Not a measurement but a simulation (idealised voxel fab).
process module | voxel transistor to metal
cross-section cut | 205 nm wide | cells 5 nm
A cross-section is a grid of square cells, given in bands from the top down. A band is one or more rows of cells.
Each band's line starts with the height of the band's top and of its bottom, in nm. Then come its materials from left to right, each with its width in nm. One material with "throughout" fills the band from edge to edge. "air" is empty space.
Height 0 is the level under which the wafer as received is all one material. The lowest band goes on downwards, as in "0 down".
A width such as "30 to 40" changes by the same amount from each row of cells to the next, from the band's top row to its bottom row.
"no change" after a step means that no cell of the cross-section changed.
closed voids: empty space of 8 cells or more with no open way to the top, each as width x height at its distance from the left edge, in nm
after a step's settings: what the simulator itself notes on the step
overlay nm, on a step with a mask: how far to the right of its planned place the mask lay; to the left if negative
plan
1 op RECEIVE | material Si
2 op OXIDIZE | depth nm 5
3 op CONFORMAL_DEP | material SiN | thk nm 15
4 op DIRECTIONAL_DEP | material aC | thk nm 10
5 op PATTERN | tone cover | mask id ACTIVE | material resist | width nm 105 | thk nm 30 | overlay nm 0
6 op DIRECTIONAL_ETCH | etch materials aC | depth nm 10
7 op STRIP | etch materials resist
8 op DIRECTIONAL_ETCH | etch materials SiN | depth nm 15
9 op DIRECTIONAL_ETCH | etch materials SiO2 | depth nm 5
10 op DIRECTIONAL_ETCH | etch materials Si | depth nm 35
11 op STRIP | etch materials aC
12 op FILL_DEP | material SiO2 | thk nm 15
13 op CMP | height nm 15
14 op SELECTIVE_ETCH | etch materials SiO2 | depth nm 5
15 op STRIP | etch materials SiN
16 op SELECTIVE_ETCH | etch materials SiO2 | depth nm 5
17 op OXIDIZE | depth nm 5
18 op DIRECTIONAL_DEP | material polySi | thk nm 25
19 op DIRECTIONAL_DEP | material SiCN | thk nm 15
20 op MASKED_ETCH | tone cover | mask id GATE | width nm 25 | etch materials SiCN | depth nm 25 | overlay nm 0
21 op MASKED_ETCH | tone cover | mask id GATE | width nm 25 | etch materials polySi | depth nm 35 | overlay nm 0
22 op CONFORMAL_DEP | material SiN | thk nm 5
23 op DIRECTIONAL_ETCH | etch materials SiN | depth nm 5
24 op DIRECTIONAL_ETCH | etch materials SiO2 | depth nm 5
25 op EPI | material SiGe | thk nm 5
26 op FILL_DEP | material SiO2 | thk nm 5
27 op CMP | height nm 35
28 op DIRECTIONAL_DEP | material SiO2 | thk nm 10
29 op MASKED_ETCH | tone open | mask id CONTACT | width nm 30 | pitch nm 65 | etch materials SiO2 | depth nm 50 | overlay nm 0
30 op CONFORMAL_DEP | material TiN | thk nm 5
31 op FILL_DEP | material W | thk nm 5
32 op CMP | height nm 45
33 op DIRECTIONAL_DEP | material TiN | thk nm 5
34 op DIRECTIONAL_DEP | material W | thk nm 25
35 op MASKED_ETCH | tone cover | mask id METAL_1 | width nm 15 | pitch nm 80 | etch materials W | depth nm 25 | overlay nm 0
36 op MASKED_ETCH | tone cover | mask id METAL_1 | width nm 15 | pitch nm 80 | etch materials TiN | depth nm 5 | overlay nm 0
37 op FILL_DEP | material lowk | thk nm 5
38 op CMP | height nm 75
39 op CONFORMAL_DEP | material SiCN | thk nm 5
40 op DIRECTIONAL_DEP | material lowk | thk nm 25
41 op DIRECTIONAL_DEP | material aC | thk nm 15
42 op PATTERN | tone open | mask id METAL_2 | material resist | width nm 15 | pitch nm 80 | thk nm 30 | overlay nm 0
43 op DIRECTIONAL_ETCH | etch materials aC | depth nm 15
44 op STRIP | etch materials resist
45 op DIRECTIONAL_ETCH | etch materials lowk | depth nm 15
46 op STRIP | etch materials aC
47 op DIRECTIONAL_DEP | material aC | thk nm 10
48 op PATTERN | tone open | mask id METAL_2_HOLES | material resist | width nm 15 | pitch nm 80 | thk nm 30 | overlay nm 0
49 op DIRECTIONAL_ETCH | etch materials aC | depth nm 10
50 op STRIP | etch materials resist
51 op DIRECTIONAL_ETCH | etch materials lowk | depth nm 10
52 op DIRECTIONAL_ETCH | etch materials SiCN | depth nm 5
53 op STRIP | etch materials aC
54 op CONFORMAL_DEP | material TiN | thk nm 5
55 op FILL_DEP | material Cu | thk nm 5
56 op CMP | height nm 105
57 op CONFORMAL_DEP | material SiCN | thk nm 5
first wafer, as planned
as received, after step 1
  0 down: Si throughout
  closed voids: none
after step 2
  0 to -5: SiO2 throughout
  below -5: unchanged
after step 3
  15 to 0: SiN throughout
  below 0: unchanged
after step 4
  25 to 15: aC throughout
  below 15: unchanged
after step 5
  55 to 25: air 50 | resist 105 | air 50
  below 25: unchanged
after step 6
  45 to 25: air 50 | resist 105 | air 50
  25 to 15: air 50 | aC 105 | air 50
  below 15: unchanged
after step 7
  25 to 15: air 50 | aC 105 | air 50
  below 15: unchanged
after step 8
  25 to 15: air 50 | aC 105 | air 50
  15 to 0: air 50 | SiN 105 | air 50
  below 0: unchanged
after step 9
  25 to 15: air 50 | aC 105 | air 50
  15 to 0: air 50 | SiN 105 | air 50
  0 to -5: air 50 | SiO2 105 | air 50
  below -5: unchanged
after step 10
  25 to 15: air 50 | aC 105 | air 50
  15 to 0: air 50 | SiN 105 | air 50
  0 to -5: air 50 | SiO2 105 | air 50
  -5 to -40: air 50 | Si 105 | air 50
  below -40: unchanged
after step 11
  15 to 0: air 50 | SiN 105 | air 50
  below 0: unchanged
after step 12
  30 to 15: SiO2 throughout
  15 to 0: SiO2 50 | SiN 105 | SiO2 50
  0 to -5: SiO2 throughout
  -5 to -40: SiO2 50 | Si 105 | SiO2 50
  below -40: unchanged
after step 13
  15 to 0: SiO2 50 | SiN 105 | SiO2 50
  below 0: unchanged
after step 14
  15 to 10: air 50 | SiN 105 | air 50
  below 10: unchanged
after step 15
  10 to 0: SiO2 50 | air 105 | SiO2 50
  below 0: unchanged
after step 16
  5 to -5: SiO2 45 | air 115 | SiO2 45
  below -5: unchanged
after step 17
  5 to -5: SiO2 45 | air 115 | SiO2 45
  -5 to -10: SiO2 throughout
  below -10: unchanged
after step 18
  30 to 20: polySi 45 | air 115 | polySi 45
  20 to 5: polySi throughout
  5 to -5: SiO2 45 | polySi 115 | SiO2 45
  below -5: unchanged
after step 19
  45 to 35: SiCN 45 | air 115 | SiCN 45
  35 to 30: SiCN throughout
  30 to 20: polySi 45 | SiCN 115 | polySi 45
  below 20: unchanged
after step 20
  35 to 30: air 90 | SiCN 25 | air 90
  30 to 20: polySi 45 | air 45 | SiCN 25 | air 45 | polySi 45
  below 20: unchanged
after step 21
  35 to 20: air 90 | SiCN 25 | air 90
  20 to 5: air 90 | polySi 25 | air 90
  5 to -5: SiO2 45 | air 45 | polySi 25 | air 45 | SiO2 45
  below -5: unchanged
after step 22
  40 to 35: air 85 | SiN 35 | air 85
  35 to 20: air 85 | SiN 5 | SiCN 25 | SiN 5 | air 85
  20 to 10: air 85 | SiN 5 | polySi 25 | SiN 5 | air 85
  10 to 5: SiN 50 | air 35 | SiN 5 | polySi 25 | SiN 5 | air 35 | SiN 50
  5 to 0: SiO2 45 | SiN 5 | air 35 | SiN 5 | polySi 25 | SiN 5 | air 35 | SiN 5 | SiO2 45
  0 to -5: SiO2 45 | SiN 45 | polySi 25 | SiN 45 | SiO2 45
  below -5: unchanged
after step 23
  35 to 20: air 85 | SiN 5 | SiCN 25 | SiN 5 | air 85
  20 to 5: air 85 | SiN 5 | polySi 25 | SiN 5 | air 85
  5 to -5: SiO2 45 | SiN 5 | air 35 | SiN 5 | polySi 25 | SiN 5 | air 35 | SiN 5 | SiO2 45
  below -5: unchanged
after step 24
  35 to 20: air 85 | SiN 5 | SiCN 25 | SiN 5 | air 85
  20 to 5: air 85 | SiN 5 | polySi 25 | SiN 5 | air 85
  5 to 0: air 45 | SiN 5 | air 35 | SiN 5 | polySi 25 | SiN 5 | air 35 | SiN 5 | air 45
  0 to -5: SiO2 45 | SiN 5 | air 35 | SiN 5 | polySi 25 | SiN 5 | air 35 | SiN 5 | SiO2 45
  -5 to -10: SiO2 50 | air 35 | SiO2 35 | air 35 | SiO2 50
  below -10: unchanged
after step 25
  35 to 20: air 85 | SiN 5 | SiCN 25 | SiN 5 | air 85
  20 to 5: air 85 | SiN 5 | polySi 25 | SiN 5 | air 85
  5 to 0: air 45 | SiN 5 | air 35 | SiN 5 | polySi 25 | SiN 5 | air 35 | SiN 5 | air 45
  0 to -5: SiO2 45 | SiN 5 | air 35 | SiN 5 | polySi 25 | SiN 5 | air 35 | SiN 5 | SiO2 45
  -5 to -10: SiO2 50 | SiGe 35 | SiO2 35 | SiGe 35 | SiO2 50
  below -10: unchanged
after step 26
  40 to 35: SiO2 throughout
  35 to 20: SiO2 85 | SiN 5 | SiCN 25 | SiN 5 | SiO2 85
  20 to 5: SiO2 85 | SiN 5 | polySi 25 | SiN 5 | SiO2 85
  5 to -5: SiO2 45 | SiN 5 | SiO2 35 | SiN 5 | polySi 25 | SiN 5 | SiO2 35 | SiN 5 | SiO2 45
  below -5: unchanged
after step 27
  35 to 20: SiO2 85 | SiN 5 | SiCN 25 | SiN 5 | SiO2 85
  below 20: unchanged
after step 28
  45 to 35: SiO2 throughout
  below 35: unchanged
after step 29
  45 to 35: SiO2 55 | air 30 | SiO2 35 | air 30 | SiO2 55
  35 to 20: SiO2 55 | air 30 | SiN 5 | SiCN 25 | SiN 5 | air 30 | SiO2 55
  20 to 5: SiO2 55 | air 30 | SiN 5 | polySi 25 | SiN 5 | air 30 | SiO2 55
  5 to -5: SiO2 45 | SiN 5 | SiO2 5 | air 30 | SiN 5 | polySi 25 | SiN 5 | air 30 | SiO2 5 | SiN 5 | SiO2 45
  below -5: unchanged
after step 30
  50 to 45: TiN 60 | air 20 | TiN 45 | air 20 | TiN 60
  45 to 35: SiO2 55 | TiN 5 | air 20 | TiN 5 | SiO2 35 | TiN 5 | air 20 | TiN 5 | SiO2 55
  35 to 20: SiO2 55 | TiN 5 | air 20 | TiN 5 | SiN 5 | SiCN 25 | SiN 5 | TiN 5 | air 20 | TiN 5 | SiO2 55
  20 to 5: SiO2 55 | TiN 5 | air 20 | TiN 5 | SiN 5 | polySi 25 | SiN 5 | TiN 5 | air 20 | TiN 5 | SiO2 55
  5 to 0: SiO2 45 | SiN 5 | SiO2 5 | TiN 5 | air 20 | TiN 5 | SiN 5 | polySi 25 | SiN 5 | TiN 5 | air 20 | TiN 5 | SiO2 5 | SiN 5 | SiO2 45
  0 to -5: SiO2 45 | SiN 5 | SiO2 5 | TiN 30 | SiN 5 | polySi 25 | SiN 5 | TiN 30 | SiO2 5 | SiN 5 | SiO2 45
  below -5: unchanged
after step 31
  55 to 50: W throughout
  50 to 45: TiN 60 | W 20 | TiN 45 | W 20 | TiN 60
  45 to 35: SiO2 55 | TiN 5 | W 20 | TiN 5 | SiO2 35 | TiN 5 | W 20 | TiN 5 | SiO2 55
  35 to 20: SiO2 55 | TiN 5 | W 20 | TiN 5 | SiN 5 | SiCN 25 | SiN 5 | TiN 5 | W 20 | TiN 5 | SiO2 55
  20 to 5: SiO2 55 | TiN 5 | W 20 | TiN 5 | SiN 5 | polySi 25 | SiN 5 | TiN 5 | W 20 | TiN 5 | SiO2 55
  5 to 0: SiO2 45 | SiN 5 | SiO2 5 | TiN 5 | W 20 | TiN 5 | SiN 5 | polySi 25 | SiN 5 | TiN 5 | W 20 | TiN 5 | SiO2 5 | SiN 5 | SiO2 45
  below 0: unchanged
after step 32
  45 to 35: SiO2 55 | TiN 5 | W 20 | TiN 5 | SiO2 35 | TiN 5 | W 20 | TiN 5 | SiO2 55
  below 35: unchanged
after step 33
  50 to 45: TiN throughout
  below 45: unchanged
after step 34
  75 to 50: W throughout
  below 50: unchanged
after step 35
  75 to 50: air 55 | W 15 | air 65 | W 15 | air 55
  below 50: unchanged
after step 36
  75 to 50: air 55 | W 15 | air 65 | W 15 | air 55
  50 to 45: air 55 | TiN 15 | air 65 | TiN 15 | air 55
  below 45: unchanged
after step 37
  80 to 75: lowk throughout
  75 to 50: lowk 55 | W 15 | lowk 65 | W 15 | lowk 55
  50 to 45: lowk 55 | TiN 15 | lowk 65 | TiN 15 | lowk 55
  below 45: unchanged
after step 38
  75 to 50: lowk 55 | W 15 | lowk 65 | W 15 | lowk 55
  below 50: unchanged
after step 39
  80 to 75: SiCN throughout
  below 75: unchanged
after step 40
  105 to 80: lowk throughout
  below 80: unchanged
after step 41
  120 to 105: aC throughout
  below 105: unchanged
after step 42
  150 to 120: resist 55 | air 15 | resist 65 | air 15 | resist 55
  below 120: unchanged
after step 43
  135 to 120: resist 55 | air 15 | resist 65 | air 15 | resist 55
  120 to 105: aC 55 | air 15 | aC 65 | air 15 | aC 55
  below 105: unchanged
after step 44
  120 to 105: aC 55 | air 15 | aC 65 | air 15 | aC 55
  below 105: unchanged
after step 45
  120 to 105: aC 55 | air 15 | aC 65 | air 15 | aC 55
  105 to 90: lowk 55 | air 15 | lowk 65 | air 15 | lowk 55
  below 90: unchanged
after step 46
  105 to 90: lowk 55 | air 15 | lowk 65 | air 15 | lowk 55
  below 90: unchanged
after step 47
  115 to 105: aC 55 | air 15 | aC 65 | air 15 | aC 55
  105 to 100: lowk 55 | air 15 | lowk 65 | air 15 | lowk 55
  100 to 90: lowk 55 | aC 15 | lowk 65 | aC 15 | lowk 55
  below 90: unchanged
after step 48
  145 to 115: resist 55 | air 15 | resist 65 | air 15 | resist 55
  below 115: unchanged
after step 49
  135 to 115: resist 55 | air 15 | resist 65 | air 15 | resist 55
  115 to 105: aC 55 | air 15 | aC 65 | air 15 | aC 55
  105 to 90: lowk 55 | air 15 | lowk 65 | air 15 | lowk 55
  below 90: unchanged
after step 50
  115 to 105: aC 55 | air 15 | aC 65 | air 15 | aC 55
  below 105: unchanged
after step 51
  115 to 105: aC 55 | air 15 | aC 65 | air 15 | aC 55
  105 to 80: lowk 55 | air 15 | lowk 65 | air 15 | lowk 55
  below 80: unchanged
after step 52
  115 to 105: aC 55 | air 15 | aC 65 | air 15 | aC 55
  105 to 80: lowk 55 | air 15 | lowk 65 | air 15 | lowk 55
  80 to 75: SiCN 55 | air 15 | SiCN 65 | air 15 | SiCN 55
  below 75: unchanged
after step 53
  105 to 80: lowk 55 | air 15 | lowk 65 | air 15 | lowk 55
  below 80: unchanged
after step 54
  110 to 105: TiN 60 | air 5 | TiN 75 | air 5 | TiN 60
  105 to 80: lowk 55 | TiN 5 | air 5 | TiN 5 | lowk 65 | TiN 5 | air 5 | TiN 5 | lowk 55
  80 to 75: SiCN 55 | TiN 15 | SiCN 65 | TiN 15 | SiCN 55
  below 75: unchanged
after step 55
  115 to 110: Cu throughout
  110 to 105: TiN 60 | Cu 5 | TiN 75 | Cu 5 | TiN 60
  105 to 80: lowk 55 | TiN 5 | Cu 5 | TiN 5 | lowk 65 | TiN 5 | Cu 5 | TiN 5 | lowk 55
  below 80: unchanged
after step 56
  105 to 80: lowk 55 | TiN 5 | Cu 5 | TiN 5 | lowk 65 | TiN 5 | Cu 5 | TiN 5 | lowk 55
  below 80: unchanged
after step 57
  110 to 105: SiCN throughout
  below 105: unchanged
second wafer: like start, like plan, one mistake. Through step 12 it matches the first wafer
when step 13 should have ended: no change
when step 14 should have ended
  25 to 15: SiO2 throughout
  below 15: unchanged
when step 15 should have ended: no change
when step 16 should have ended
  20 to 15: SiO2 throughout
  below 15: unchanged
when step 17 should have ended: no change
when step 18 should have ended
  45 to 20: polySi throughout
  below 20: unchanged
when step 19 should have ended
  60 to 45: SiCN throughout
  below 45: unchanged
when step 20 should have ended
  60 to 45: air 90 | SiCN 25 | air 90
  below 45: unchanged
when step 21 should have ended
  60 to 45: air 90 | SiCN 25 | air 90
  45 to 20: air 90 | polySi 25 | air 90
  below 20: unchanged
when step 22 should have ended
  65 to 60: air 85 | SiN 35 | air 85
  60 to 45: air 85 | SiN 5 | SiCN 25 | SiN 5 | air 85
  45 to 25: air 85 | SiN 5 | polySi 25 | SiN 5 | air 85
  25 to 20: SiN 90 | polySi 25 | SiN 90
  below 20: unchanged
when step 23 should have ended
  60 to 45: air 85 | SiN 5 | SiCN 25 | SiN 5 | air 85
  45 to 20: air 85 | SiN 5 | polySi 25 | SiN 5 | air 85
  below 20: unchanged
when step 24 should have ended
  60 to 45: air 85 | SiN 5 | SiCN 25 | SiN 5 | air 85
  45 to 20: air 85 | SiN 5 | polySi 25 | SiN 5 | air 85
  20 to 15: air 85 | SiO2 35 | air 85
  below 15: unchanged
when step 25 should have ended: no change
when step 26 should have ended
  65 to 60: SiO2 throughout
  60 to 45: SiO2 85 | SiN 5 | SiCN 25 | SiN 5 | SiO2 85
  45 to 20: SiO2 85 | SiN 5 | polySi 25 | SiN 5 | SiO2 85
  20 to 15: SiO2 throughout
  below 15: unchanged
when step 27 should have ended
  35 to 20: SiO2 85 | SiN 5 | polySi 25 | SiN 5 | SiO2 85
  below 20: unchanged
when step 28 should have ended
  45 to 35: SiO2 throughout
  below 35: unchanged
when step 29 should have ended
  45 to 35: SiO2 55 | air 30 | SiO2 35 | air 30 | SiO2 55
  35 to 20: SiO2 55 | air 30 | SiN 5 | polySi 25 | SiN 5 | air 30 | SiO2 55
  20 to 15: SiO2 55 | air 30 | SiO2 35 | air 30 | SiO2 55
  below 15: unchanged
when step 30 should have ended
  50 to 45: TiN 60 | air 20 | TiN 45 | air 20 | TiN 60
  45 to 35: SiO2 55 | TiN 5 | air 20 | TiN 5 | SiO2 35 | TiN 5 | air 20 | TiN 5 | SiO2 55
  35 to 20: SiO2 55 | TiN 5 | air 20 | TiN 5 | SiN 5 | polySi 25 | SiN 5 | TiN 5 | air 20 | TiN 5 | SiO2 55
  20 to 15: SiO2 55 | TiN 30 | SiO2 35 | TiN 30 | SiO2 55
  below 15: unchanged
when step 31 should have ended
  55 to 50: W throughout
  50 to 45: TiN 60 | W 20 | TiN 45 | W 20 | TiN 60
  45 to 35: SiO2 55 | TiN 5 | W 20 | TiN 5 | SiO2 35 | TiN 5 | W 20 | TiN 5 | SiO2 55
  35 to 20: SiO2 55 | TiN 5 | W 20 | TiN 5 | SiN 5 | polySi 25 | SiN 5 | TiN 5 | W 20 | TiN 5 | SiO2 55
  below 20: unchanged
when step 32 should have ended
  45 to 35: SiO2 55 | TiN 5 | W 20 | TiN 5 | SiO2 35 | TiN 5 | W 20 | TiN 5 | SiO2 55
  below 35: unchanged
when step 33 should have ended
  50 to 45: TiN throughout
  below 45: unchanged
when step 34 should have ended
  75 to 50: W throughout
  below 50: unchanged
when step 35 should have ended
  75 to 50: air 55 | W 15 | air 65 | W 15 | air 55
  below 50: unchanged
when step 36 should have ended
  75 to 50: air 55 | W 15 | air 65 | W 15 | air 55
  50 to 45: air 55 | TiN 15 | air 65 | TiN 15 | air 55
  below 45: unchanged
when step 37 should have ended
  80 to 75: lowk throughout
  75 to 50: lowk 55 | W 15 | lowk 65 | W 15 | lowk 55
  50 to 45: lowk 55 | TiN 15 | lowk 65 | TiN 15 | lowk 55
  below 45: unchanged
when step 38 should have ended
  75 to 50: lowk 55 | W 15 | lowk 65 | W 15 | lowk 55
  below 50: unchanged
when step 39 should have ended
  80 to 75: SiCN throughout
  below 75: unchanged
when step 40 should have ended
  105 to 80: lowk throughout
  below 80: unchanged
when step 41 should have ended
  120 to 105: aC throughout
  below 105: unchanged
when step 42 should have ended
  150 to 120: resist 55 | air 15 | resist 65 | air 15 | resist 55
  below 120: unchanged
when step 43 should have ended
  135 to 120: resist 55 | air 15 | resist 65 | air 15 | resist 55
  120 to 105: aC 55 | air 15 | aC 65 | air 15 | aC 55
  below 105: unchanged
when step 44 should have ended
  120 to 105: aC 55 | air 15 | aC 65 | air 15 | aC 55
  below 105: unchanged
when step 45 should have ended
  120 to 105: aC 55 | air 15 | aC 65 | air 15 | aC 55
  105 to 90: lowk 55 | air 15 | lowk 65 | air 15 | lowk 55
  below 90: unchanged
when step 46 should have ended
  105 to 90: lowk 55 | air 15 | lowk 65 | air 15 | lowk 55
  below 90: unchanged
when step 47 should have ended
  115 to 105: aC 55 | air 15 | aC 65 | air 15 | aC 55
  105 to 100: lowk 55 | air 15 | lowk 65 | air 15 | lowk 55
  100 to 90: lowk 55 | aC 15 | lowk 65 | aC 15 | lowk 55
  below 90: unchanged
when step 48 should have ended
  145 to 115: resist 55 | air 15 | resist 65 | air 15 | resist 55
  below 115: unchanged
when step 49 should have ended
  135 to 115: resist 55 | air 15 | resist 65 | air 15 | resist 55
  115 to 105: aC 55 | air 15 | aC 65 | air 15 | aC 55
  105 to 90: lowk 55 | air 15 | lowk 65 | air 15 | lowk 55
  below 90: unchanged
when step 50 should have ended
  115 to 105: aC 55 | air 15 | aC 65 | air 15 | aC 55
  below 105: unchanged
when step 51 should have ended
  115 to 105: aC 55 | air 15 | aC 65 | air 15 | aC 55
  105 to 80: lowk 55 | air 15 | lowk 65 | air 15 | lowk 55
  below 80: unchanged
when step 52 should have ended
  115 to 105: aC 55 | air 15 | aC 65 | air 15 | aC 55
  105 to 80: lowk 55 | air 15 | lowk 65 | air 15 | lowk 55
  80 to 75: SiCN 55 | air 15 | SiCN 65 | air 15 | SiCN 55
  below 75: unchanged
when step 53 should have ended
  105 to 80: lowk 55 | air 15 | lowk 65 | air 15 | lowk 55
  below 80: unchanged
when step 54 should have ended
  110 to 105: TiN 60 | air 5 | TiN 75 | air 5 | TiN 60
  105 to 80: lowk 55 | TiN 5 | air 5 | TiN 5 | lowk 65 | TiN 5 | air 5 | TiN 5 | lowk 55
  80 to 75: SiCN 55 | TiN 15 | SiCN 65 | TiN 15 | SiCN 55
  below 75: unchanged
when step 55 should have ended
  115 to 110: Cu throughout
  110 to 105: TiN 60 | Cu 5 | TiN 75 | Cu 5 | TiN 60
  105 to 80: lowk 55 | TiN 5 | Cu 5 | TiN 5 | lowk 65 | TiN 5 | Cu 5 | TiN 5 | lowk 55
  below 80: unchanged
when step 56 should have ended
  105 to 80: lowk 55 | TiN 5 | Cu 5 | TiN 5 | lowk 65 | TiN 5 | Cu 5 | TiN 5 | lowk 55
  below 80: unchanged
when step 57 should have ended
  110 to 105: SiCN throughout
  below 105: unchanged
what went wrong: step 13 was left out
at the end the second wafer has, in cells: 21 more of Si | 15 fewer of SiCN | 14 fewer of SiGe | 49 more of SiN | 17 more of SiO2 | 16 fewer of TiN | 32 fewer of W | 10 fewer of polySi
